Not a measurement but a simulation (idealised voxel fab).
Presented below is a process module, voxel self aligned vias.
Square cells of 5 nm make up the cross-section cut, whose width is 230 nm.
How to read a cross-section here: the picture is a grid of square cells, written as bands going from the top down, and any band can span one or more rows of cells.
Top, bottom (nm), then materials left to right with widths (nm); lone material tagged "full width" fills the whole band edge to edge; "empty" = empty space.
Where do heights start? At 0: under that level the wafer as delivered is made of one material only. And the lowest band has no floor; it just carries on downward, as in "0 nm and below".
Width "30..40": first value at the band's top row of cells, second value at its bottom row, equal change from row to row.
For the purposes of this document, the phrase "left unchanged" attached to a step denotes that no cell within the cross-section was modified by that step.
Look at "Sealed void inventory" for the closed voids: empty spaces with no open path to the top, sized 8 cells or up. Each is width x height at distance, distance from the left edge, all nm.
What comes after the settings on a step's line is commentary from the simulator itself on that step.
If you see "overlay nm" on a step's line and that step has a mask, it's telling you how far right of where it was planned the mask ended up; a negative number means it went left instead.
-- Process steps foreseen in the plan
1) RECEIVE with material Si
2) CONFORMAL_DEP with material SiO2, thk nm 10
3) CONFORMAL_DEP with material SiCN, thk nm 5
4) DIRECTIONAL_DEP with material SiO2, thk nm 30
5) MASKED_ETCH with tone open, mask id LINES, width nm 20, pitch nm 50, etch materials SiO2, depth nm 30, overlay nm 0
6) CONFORMAL_DEP with material TiN, thk nm 5
7) FILL_DEP with material Ru, thk nm 10
8) CMP with height nm 45
9) SELECTIVE_ETCH with etch materials W Ru TiN, depth nm 10
10) FILL_DEP with material SiN, thk nm 10
11) CMP with height nm 45
12) DIRECTIONAL_DEP with material SiO2, thk nm 15
13) PATTERN with tone open, mask id VIAS, material resist, width nm 30, thk nm 20, overlay nm 0
14) DIRECTIONAL_ETCH with etch materials SiO2, depth nm 15
15) DIRECTIONAL_ETCH with etch materials SiN, depth nm 10
16) STRIP with etch materials resist
17) CONFORMAL_DEP with material TiN, thk nm 5
18) FILL_DEP with material W, thk nm 5
19) CMP with height nm 60
20) CONFORMAL_DEP with material SiCN, thk nm 5
-- Step 1 complete: cross-section of the wafer as received
- 0 nm and below = Si full width
- Sealed void inventory: none
-- End-of-module cross-section of the first of two wafers, processed as planned
- 65 nm to 60 nm = SiCN full width
- 60 nm to 50 nm = SiO2=75, then TiN=5, then W=20, then TiN=5, then SiO2=125
- 50 nm to 45 nm = SiO2=75, then TiN=10, then W=10, then TiN=10, then SiO2=125
- 45 nm to 40 nm = SiO2=80, then TiN=5, then W=10, then TiN=5, then SiO2=30, then SiN=20, then SiO2=80
- 40 nm to 35 nm = SiO2=80, then TiN=20, then SiO2=30, then SiN=20, then SiO2=80
- 35 nm to 20 nm = SiO2=80, then TiN=5, then Ru=10, then TiN=5, then SiO2=30, then TiN=5, then Ru=10, then TiN=5, then SiO2=80
- 20 nm to 15 nm = SiO2=80, then TiN=20, then SiO2=30, then TiN=20, then SiO2=80
- 15 nm to 10 nm = SiCN full width
- 10 nm to 0 nm = SiO2 full width
- 0 nm and below = Si full width
- Sealed void inventory: none
-- This is the second of the two wafers, cross-sectioned at the end of the module; it started exactly like the first and was given the same plan, but it was run with one mistake
- 65 nm to 60 nm = SiCN full width
- 60 nm to 45 nm = SiO2=75, then TiN=5, then W=20, then TiN=5, then SiO2=125
- 45 nm to 40 nm = SiO2=75, then TiN=5, then W=20, then TiN=5, then SiO2=25, then SiN=20, then SiO2=80
- 40 nm to 35 nm = SiO2=75, then TiN=30, then SiO2=25, then SiN=20, then SiO2=80
- 35 nm to 30 nm = SiO2=75, then TiN=10, then Ru=10, then TiN=10, then SiO2=25, then TiN=5, then Ru=10, then TiN=5, then SiO2=80
- 30 nm to 20 nm = SiO2=80, then TiN=5, then Ru=10, then TiN=5, then SiO2=30, then TiN=5, then Ru=10, then TiN=5, then SiO2=80
- 20 nm to 15 nm = SiO2=80, then TiN=20, then SiO2=30, then TiN=20, then SiO2=80
- 15 nm to 10 nm = SiCN full width
- 10 nm to 0 nm = SiO2 full width
- 0 nm and below = Si full width
- Sealed void inventory: none
What was done differently from what was planned? plan step 14 ran twice
The final cell counts differ between the wafers, with the second having more or fewer of some materials than the first: 6 fewer of SiO2, 2 more of TiN, 4 more of W
